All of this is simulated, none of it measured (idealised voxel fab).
Process module under the name voxel ribs on slabs
Section shown: cut. Width: 290 nm. Cell size: 5 nm, square.
Notation: cross-section as square-cell grid; stated in bands, top first, going down; one or more cell rows per band.
The band entry comprises the height of the band's top followed by the height of its bottom, expressed in nm, and subsequently the band's materials from left to right, each stated together with its width in nm. Where a single material is marked with the word "all across", that material fills the band from edge to edge. The word "blank" represents empty space.
Beneath 0, the wafer as received is one material, and that level is where height counting begins. The lowest band goes on downward without a bottom; it is written like "0 down".
A two-number width, for instance "30..40", indicates that the width is equal to the first number in the top row of the band and to the second number in the bottom row, and that it changes by a constant amount per row of cells.
The designation "nothing got changed", where it is given for a processing step, indicates that no cell of the cross-section was altered in the course of that step.
"Enclosed voids" lists enclosed empty spaces (at least 8 cells, no open path upward to the top), each as width x height at distance from the left edge, in nm.
That trailing text on a step's line, after the settings, is the simulator's own remark on the step.
If you see "overlay nm" on a step's line and that step has a mask, it's telling you how far right of where it was planned the mask ended up; a negative number means it went left instead.
**Below is the list of planned process steps**
| 1 | RECEIVE (material Si) |
| 2 | DIRECTIONAL_DEP (material SiO2; thk nm 25) |
| 3 | DIRECTIONAL_DEP (material SiN; thk nm 15) |
| 4 | DIRECTIONAL_DEP (material aC; thk nm 15) |
| 5 | PATTERN (tone cover; mask id RIB; material resist; width nm 25; thk nm 30; overlay nm 0) |
| 6 | DIRECTIONAL_ETCH (etch materials aC; depth nm 15) |
| 7 | STRIP (etch materials resist) |
| 8 | DIRECTIONAL_ETCH (etch materials SiN; depth nm 10) |
| 9 | STRIP (etch materials aC) |
| 10 | DIRECTIONAL_DEP (material aC; thk nm 10) |
| 11 | PATTERN (tone cover; mask id SLAB; material resist; width nm 85; thk nm 25; overlay nm 0) |
| 12 | DIRECTIONAL_ETCH (etch materials aC; depth nm 10) |
| 13 | STRIP (etch materials resist) |
| 14 | DIRECTIONAL_ETCH (etch materials SiN; depth nm 5) |
| 15 | STRIP (etch materials aC) |
| 16 | FILL_DEP (material SiO2; thk nm 15) |
| 17 | CMP (height nm 50) |
| 18 | DIRECTIONAL_DEP (material TiN; thk nm 10) |
| 19 | DIRECTIONAL_DEP (material aC; thk nm 15) |
| 20 | PATTERN (tone cover; mask id HEATER; material resist; width nm 35; thk nm 30; overlay nm 0) |
| 21 | DIRECTIONAL_ETCH (etch materials aC; depth nm 15) |
| 22 | STRIP (etch materials resist) |
| 23 | DIRECTIONAL_ETCH (etch materials TiN; depth nm 5) |
| 24 | STRIP (etch materials aC) |
| 25 | CONFORMAL_DEP (material SiN; thk nm 10) |
It is noted that the wafers described herein are identical at the outset and are distinguished by the depth nm of step 23; the value stated in the plan corresponds to the first wafer.
**first wafer as received, after step 1**
	0 down: Si all across
	Enclosed voids: none
**So in this table every wafer gets its own row, and what you see is where it stands at the end of the module: for each material, how many cells it picked up (+) or gave up (-) since we received it, and after that its closed voids**
depth nm 5 | +147 SiN | +553 SiO2 | +65 TiN | Enclosed voids: none
depth nm 10 | +151 SiN | +553 SiO2 | +14 TiN | Enclosed voids: none
depth nm 15 | +151 SiN | +553 SiO2 | +14 TiN | Enclosed voids: none
depth nm 20 | +151 SiN | +553 SiO2 | +14 TiN | Enclosed voids: none
depth nm 25 | +151 SiN | +553 SiO2 | +14 TiN | Enclosed voids: none
